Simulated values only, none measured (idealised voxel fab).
Process module under the name voxel lift off
In the cross-section labelled cut, the width is 300 nm and each square cell is 5 nm.
We lay out every cross-section as a grid of square cells and spell it out in bands from the top down, where one band means one or more rows of cells.
Quick guide to a band line: top height, bottom height (nm) up front; then every material left to right with its width in nm. Only one material and it's marked "full width"? Then it fills the band edge to edge. And "air" just means empty space.
Height 0 is the level under which the wafer as received is all one material. The lowest band goes on downwards, as in "top 0, no bottom".
When a width is written as two numbers, as in "30->40", the first number is the width in the top row of cells of the band and the second is the width in its bottom row, and the width changes by the same amount from each row to the next.
For the purposes of this document, the phrase "no alterations made" attached to a step denotes that no cell within the cross-section was modified by that step.
Closed-off voids of 8+ cells (no open route to the top) go in "Closed void inventory", written width x height at distance from the left edge, in nm.
On a step's line, text after the settings is the simulator commenting on that step.
"overlay nm" answers the question of how far to the right of plan the mask lay on a step that has a mask, and when it is negative the answer is to the left.
SO HERE'S THE LINEUP OF PROCESS STEPS WE PLANNED
1) RECEIVE [material Si]
2) CONFORMAL_DEP [material SiN] [thk nm 10]
3) PATTERN [tone open] [mask id LINES] [material resist] [width nm 30] [pitch nm 60] [thk nm 15] [overlay nm 0]
4) DIRECTIONAL_DEP [material Ru] [thk nm 5]
5) STRIP [etch materials resist]
6) CONFORMAL_DEP [material SiN] [thk nm 5]
THE FIRST OF TWO WAFERS, RUN AS PLANNED
SHOWN IN CROSS-SECTION IS THE WAFER AS RECEIVED, THAT IS, AS IT STANDS AFTER STEP 1
* top 0, no bottom: Si full width
* Closed void inventory: none
CROSS-SECTION OF THE WAFER SUBSEQUENT TO STEP 2
* top 10, bottom 0: SiN full width
* Below 0 it's all the same as before, nothing changed down there.
CROSS-SECTION OF THE WAFER SUBSEQUENT TO STEP 3
* top 25, bottom 10: resist 45, air 30, resist 30, air 30, resist 30, air 30, resist 30, air 30, resist 45
* Below 10 it's all the same as before, nothing changed down there.
CROSS-SECTION OF THE WAFER SUBSEQUENT TO STEP 4
* top 30, bottom 25: Ru 45, air 30, Ru 30, air 30, Ru 30, air 30, Ru 30, air 30, Ru 45
* top 25, bottom 15: resist 45, air 30, resist 30, air 30, resist 30, air 30, resist 30, air 30, resist 45
* top 15, bottom 10: resist 45, Ru 30, resist 30, Ru 30, resist 30, Ru 30, resist 30, Ru 30, resist 45
* Below 10 it's all the same as before, nothing changed down there.
CROSS-SECTION OF THE WAFER SUBSEQUENT TO STEP 5
* top 15, bottom 10: air 45, Ru 30, air 30, Ru 30, air 30, Ru 30, air 30, Ru 30, air 45
* Below 10 it's all the same as before, nothing changed down there.
CROSS-SECTION OF THE WAFER SUBSEQUENT TO STEP 6
* top 20, bottom 15: air 40, SiN 40, air 20, SiN 40, air 20, SiN 40, air 20, SiN 40, air 40
* top 15, bottom 10: SiN 45, Ru 30, SiN 30, Ru 30, SiN 30, Ru 30, SiN 30, Ru 30, SiN 45
* Below 10 it's all the same as before, nothing changed down there.
THE SECOND WAFER BEGAN EXACTLY AS THE FIRST DID AND FOLLOWED THE SAME PLAN, BUT ONE MISTAKE WAS MADE WHILE RUNNING IT; THROUGH STEP 2 INCLUSIVE, THE TWO WAFERS ARE IDENTICAL
HERE IS THE SECOND WAFER IN CROSS-SECTION AT THE POINT WHERE STEP 3 OF THE PLAN SHOULD HAVE BEEN DONE
* top 25, bottom 10: air 45, resist 30, air 30, resist 30, air 30, resist 30, air 30, resist 30, air 45
* Below 10 it's all the same as before, nothing changed down there.
HERE IS THE SECOND WAFER IN CROSS-SECTION AT THE POINT WHERE STEP 4 OF THE PLAN SHOULD HAVE BEEN DONE
* top 30, bottom 25: air 45, Ru 30, air 30, Ru 30, air 30, Ru 30, air 30, Ru 30, air 45
* top 25, bottom 15: air 45, resist 30, air 30, resist 30, air 30, resist 30, air 30, resist 30, air 45
* top 15, bottom 10: Ru 45, resist 30, Ru 30, resist 30, Ru 30, resist 30, Ru 30, resist 30, Ru 45
* Below 10 it's all the same as before, nothing changed down there.
HERE IS THE SECOND WAFER IN CROSS-SECTION AT THE POINT WHERE STEP 5 OF THE PLAN SHOULD HAVE BEEN DONE
* top 15, bottom 10: Ru 45, air 30, Ru 30, air 30, Ru 30, air 30, Ru 30, air 30, Ru 45
* Below 10 it's all the same as before, nothing changed down there.
HERE IS THE SECOND WAFER IN CROSS-SECTION AT THE POINT WHERE STEP 6 OF THE PLAN SHOULD HAVE BEEN DONE
* top 20, bottom 15: SiN 50, air 20, SiN 40, air 20, SiN 40, air 20, SiN 40, air 20, SiN 50
* top 15, bottom 10: Ru 45, SiN 30, Ru 30, SiN 30, Ru 30, SiN 30, Ru 30, SiN 30, Ru 45
* Below 10 it's all the same as before, nothing changed down there.
What was done differently from what was planned? step 3 deviated from plan and actually ran as PATTERN [tone cover] [mask id LINES] [material resist] [width nm 30] [pitch nm 60] [thk nm 15] [overlay nm 0]
Final wafer comparison in cells, second versus first, more or fewer per material: Ru: 12 more
